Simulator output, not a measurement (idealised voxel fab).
Proc. module: voxel self aligned contacts
Square cell edge 5 nm, section width 245 nm, ID cut.
Square cells in a grid make up a cross-section in this document, and the grid is given as bands, listed from the top down, each one or more rows of cells. It is stipulated that each band's entry specify, in nanometres, the height of the top of the band and then that of its bottom, followed by the materials of the band in left-to-right sequence, each together with its width in nanometres. A single material marked by the word "all across" is understood to fill the band from edge to edge; the word "empty" is understood to denote empty space. For the purposes of this specification, 0 denotes the height below which the wafer in its as-received condition is composed wholly of one material, and the lowermost band, lacking a lower limit, extends downward without end, as expressed in "0 nm and below". Per-row width for "30 to 40": begins at first number (top row of band), ends at second number (bottom row), increment between rows held constant. "no alteration" -> step changed no cross-section cell. Basically, "Entrapped voids" tells you about the enclosed voids: empty spaces with no open way to the top, 8 cells or bigger, each written width x height at distance, where distance is from the left edge, all in nm. Note: text after step settings on the step line = simulator remark on that step. overlay nm: mask right of planned place by this much (step with mask). Neg. = left.
[Listed below are the process steps as planned]
1) RECEIVE: material Si
2) OXIDIZE: depth nm 5
3) DIRECTIONAL_DEP: material polySi, thk nm 30
4) DIRECTIONAL_DEP: material SiN, thk nm 20
5) DIRECTIONAL_DEP: material aC, thk nm 10
6) PATTERN: tone cover, mask id GATE, material resist, width nm 35, pitch nm 80, thk nm 30, overlay nm 0
7) DIRECTIONAL_ETCH: etch materials aC, depth nm 10
8) STRIP: etch materials resist
9) DIRECTIONAL_ETCH: etch materials SiN, depth nm 20
10) DIRECTIONAL_ETCH: etch materials polySi, depth nm 30
11) STRIP: etch materials aC
12) CONFORMAL_DEP: material SiN, thk nm 10
13) DIRECTIONAL_ETCH: etch materials SiN, depth nm 10
14) FILL_DEP: material SiO2, thk nm 10
15) CMP: height nm 55
16) MASKED_ETCH: tone open, mask id CONTACT, width nm 55, etch materials SiO2, depth nm 60, overlay nm 0
17) CONFORMAL_DEP: material TiN, thk nm 5
18) FILL_DEP: material Ru, thk nm 5
19) CMP: height nm 55
20) CONFORMAL_DEP: material SiN, thk nm 5
[Wafer cross-section on receipt, i.e. after step 1]
- 0 nm and below: Si all across
- Entrapped voids: none
[Cross-sectional result after module completion. Note: starting condition and plan are unchanged from above; one processing mistake was made]
- 60 nm to 55 nm: SiN all across
- 55 nm to 50 nm: SiO2 (95) / TiN (20) / Ru (15) / TiN (20) / SiO2 (95)
- 50 nm to 30 nm: SiO2 (55) / SiN (55) / TiN (5) / Ru (15) / TiN (5) / SiN (55) / SiO2 (55)
- 30 nm to 15 nm: SiO2 (55) / SiN (10) / polySi (35) / SiN (10) / TiN (5) / Ru (15) / TiN (5) / SiN (10) / polySi (35) / SiN (10) / SiO2 (55)
- 15 nm to 10 nm: SiO2 (55) / SiN (10) / polySi (35) / SiN (10) / TiN (25) / SiN (10) / polySi (35) / SiN (10) / SiO2 (55)
- 10 nm to 0 nm: SiN (65) / polySi (35) / SiN (45) / polySi (35) / SiN (65)
- 0 nm to -5 nm: SiO2 all across
- -5 nm and below: Si all across
- Entrapped voids: none
Where did the run depart from the plan? contrary to the plan, steps 12 and 13 were processed in exchanged order
